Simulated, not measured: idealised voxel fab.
The process module that follows is named voxel released beams.
Displayed cross-section: cut, width of 170 nm, square cells sized 5 nm.
Format of a cross-section: grid, square cells. Given as bands. Order: top down. Band: one or more rows of cells.
Band: top height; bottom height; in nm. Then, left to right: material with width in nm, for each material. "all across": a single material spanning edge to edge. "air": empty space.
Below 0: as-received wafer, all one material; heights counted from there. Lowest band: no bottom, goes on down, written "0..down".
The two numbers in a width such as "30 to 40" mark its ends across the band: the first belongs to the top row of cells, the second to the bottom row, and from each row to the next the width moves by the same amount.
You'll sometimes find "no alterations made" written for a step, and that's the way of saying that nowhere in the cross-section did a cell change during that step.
Reported under the label "Closed void register" are the empty spaces having no open way to the top and comprising 8 cells or more; the notation for each is width x height at distance, in which the distance is measured from the left edge and all three values are in nm.
On a step's line, text after the settings is the simulator commenting on that step.
Each step line may optionally specify "overlay nm", which for a step with a mask gives the rightward distance between the mask's planned place and where it lay, a negative value indicating the leftward direction.

THESE ARE THE STEPS WE PLANNED FOR THE PROCESS
1) RECEIVE,material Si
2) CONFORMAL_DEP,material SiN,thk nm 10
3) DIRECTIONAL_DEP,material SiO2,thk nm 10
4) MASKED_ETCH,tone open,mask id ANCHOR,width nm 45,etch materials SiO2,depth nm 10,overlay nm 0
5) CONFORMAL_DEP,material W,thk nm 15
6) MASKED_ETCH,tone cover,mask id BEAM,width nm 105,etch materials W,depth nm 15,overlay nm 0
7) STRIP,etch materials SiO2

CONCERNING THE FIRST OF TWO WAFERS, WHICH WAS RUN IN ACCORDANCE WITH THE PLAN

CROSS-SECTION OF THE WAFER UPON ARRIVAL, REPRESENTING THE STATE REACHED AFTER STEP 1
0..down  Si all across
Closed void register: none

STEP 2 DONE - WAFER CROSS-SECTION
10..0  SiN all across
Whatever lies below 0 is exactly as it was before.

STEP 3 DONE - WAFER CROSS-SECTION
20..10  SiO2 all across
Whatever lies below 10 is exactly as it was before.

STEP 4 DONE - WAFER CROSS-SECTION
20..10  SiO2 35 nm / air 45 nm / SiO2 90 nm
Whatever lies below 10 is exactly as it was before.

STEP 5 DONE - WAFER CROSS-SECTION
35..25  W 50 nm / air 15 nm / W 105 nm
25..20  W all across
20..10  SiO2 35 nm / W 45 nm / SiO2 90 nm
Whatever lies below 10 is exactly as it was before.

STEP 6 DONE - WAFER CROSS-SECTION
35..25  air 30 nm / W 20 nm / air 15 nm / W 70 nm / air 35 nm
25..20  air 30 nm / W 105 nm / air 35 nm
Whatever lies below 20 is exactly as it was before.

STEP 7 DONE - WAFER CROSS-SECTION
35..25  air 30 nm / W 20 nm / air 15 nm / W 70 nm / air 35 nm
25..20  air 30 nm / W 105 nm / air 35 nm
20..10  air 35 nm / W 45 nm / air 90 nm
Whatever lies below 10 is exactly as it was before.

SECOND WAFER, SAME STARTING STATE AND PLAN AS THE FIRST, ONE MISTAKE IN THE RUN, IDENTICAL THROUGH STEP 5

CROSS-SECTION OF THE SECOND WAFER AT THE TIME STEP 6 OF THE PLAN SHOULD HAVE ENDED
35..25  air 35 nm / W 15 nm / air 15 nm / W 65 nm / air 40 nm
25..20  air 35 nm / W 95 nm / air 40 nm
Whatever lies below 20 is exactly as it was before.

CROSS-SECTION OF THE SECOND WAFER AT THE TIME STEP 7 OF THE PLAN SHOULD HAVE ENDED
35..25  air 35 nm / W 15 nm / air 15 nm / W 65 nm / air 40 nm
25..20  air 35 nm / W 95 nm / air 40 nm
20..10  air 35 nm / W 45 nm / air 90 nm
Whatever lies below 10 is exactly as it was before.
The plan and the run diverged here: the process deviated at step 6: the operation and settings actually run there were MASKED_ETCH,tone cover,mask id BEAM,width nm 95,etch materials W,depth nm 15,overlay nm 0
Count the cells at the end and the second wafer has more or fewer of some materials than the first: -6 W
